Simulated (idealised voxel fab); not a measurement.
process module | voxel gate over fins
We display cut, a cross-section 210 nm in width whose square cells are each 5 nm.
Each cross-section below is a grid of square cells, stated as bands in top-down order, with one or more rows of cells making up each band. Within each band entry, the heights of the top and of the bottom of the band appear first, in that order and in nm; the materials of the band then follow from left to right, each with its corresponding width in nm. The designation "all across" on a single material indicates that it fills the band from edge to edge; the designation "empty" indicates empty space. Height reference: 0 = level under which incoming wafer is all one material. Lowest band: no bottom, runs on downward, e.g. "top 0, no bottom". A width such as "30..40" changes by the same amount from each row of cells to the next, from the band's top row to its bottom row. "left unchanged", as given for a step, is the statement that not any cell of the cross-section underwent a change during that step. "Unvented voids" specifies each empty space that is not open to the top and that occupies no fewer than 8 cells, using the form width x height at distance, the distance measured from the left edge and all three quantities in nm. Step line, after settings: the simulator's comment on this step. "overlay nm" on a masked step: distance the mask lay right of its planned place, negative for left.
-- Process steps foreseen in the plan
| 1 | RECEIVE (material Si) |
| 2 | CONFORMAL_DEP (material SiN; thk nm 10) |
| 3 | MASKED_ETCH (tone cover; mask id FINS; width nm 15; pitch nm 40; etch materials SiN; depth nm 10; overlay nm 0) |
| 4 | MASKED_ETCH (tone cover; mask id FINS; width nm 15; pitch nm 40; etch materials Si; depth nm 35; overlay nm 0) |
| 5 | OXIDIZE (depth nm 5) |
| 6 | FILL_DEP (material SiO2; thk nm 15) |
| 7 | CMP (height nm 10) |
| 8 | SELECTIVE_ETCH (etch materials SiO2; depth nm 20) |
| 9 | STRIP (etch materials SiN) |
| 10 | CONFORMAL_DEP (material HfO2; thk nm 5) |
| 11 | CONFORMAL_DEP (material TiN; thk nm 5) |
| 12 | FILL_DEP (material W; thk nm 15) |
| 13 | CMP (height nm 20) |
| 14 | CONFORMAL_DEP (material SiN; thk nm 5) |
-- as received, after step 1
	top 0, no bottom | Si all across
	Unvented voids: none
-- End-of-module XS, first of two wafers, run as planned
	top 25, bottom 20 | SiN all across
	top 20, bottom 10 | W all across
	top 10, bottom 5 | 70 of W / 25 of TiN / 15 of W / 25 of TiN / 75 of W
	top 5, bottom 0 | 70 of W / 5 of TiN / 15 of HfO2 / 5 of TiN / 15 of W / 5 of TiN / 15 of HfO2 / 5 of TiN / 75 of W
	top 0, bottom -5 | 75 of TiN / 5 of HfO2 / 5 of Si / 5 of HfO2 / 25 of TiN / 5 of HfO2 / 5 of Si / 5 of HfO2 / 80 of TiN
	top -5, bottom -10 | 80 of HfO2 / 5 of Si / 35 of HfO2 / 5 of Si / 85 of HfO2
	top -10, bottom -40 | 80 of SiO2 / 5 of Si / 35 of SiO2 / 5 of Si / 85 of SiO2
	top -40, no bottom | Si all across
	Unvented voids: none
-- End of module, second wafer, cross-section. Started like the first, planned like the first, run with one mistake
	top 25, bottom 20 | SiN all across
	top 20, bottom 10 | 60 of W / 85 of TiN / 65 of W
	top 10, bottom 5 | TiN all across
	top 5, bottom 0 | 75 of TiN / 15 of HfO2 / 25 of TiN / 15 of HfO2 / 80 of TiN
	top 0, bottom -5 | 75 of TiN / 5 of HfO2 / 5 of Si / 5 of HfO2 / 25 of TiN / 5 of HfO2 / 5 of Si / 5 of HfO2 / 80 of TiN
	top -5, bottom -10 | 80 of HfO2 / 5 of Si / 35 of HfO2 / 5 of Si / 85 of HfO2
	top -10, bottom -40 | 80 of SiO2 / 5 of Si / 35 of SiO2 / 5 of Si / 85 of SiO2
	top -40, no bottom | Si all across
	Unvented voids: none
What went wrong in running the wafer? note that step 11 departed from the planned setting and was carried out as CONFORMAL_DEP (material TiN; thk nm 15)
It is noted that, at the conclusion of processing, the second wafer exhibits a higher or lower cell count for certain materials relative to the first: 98 more of TiN | 98 fewer of W
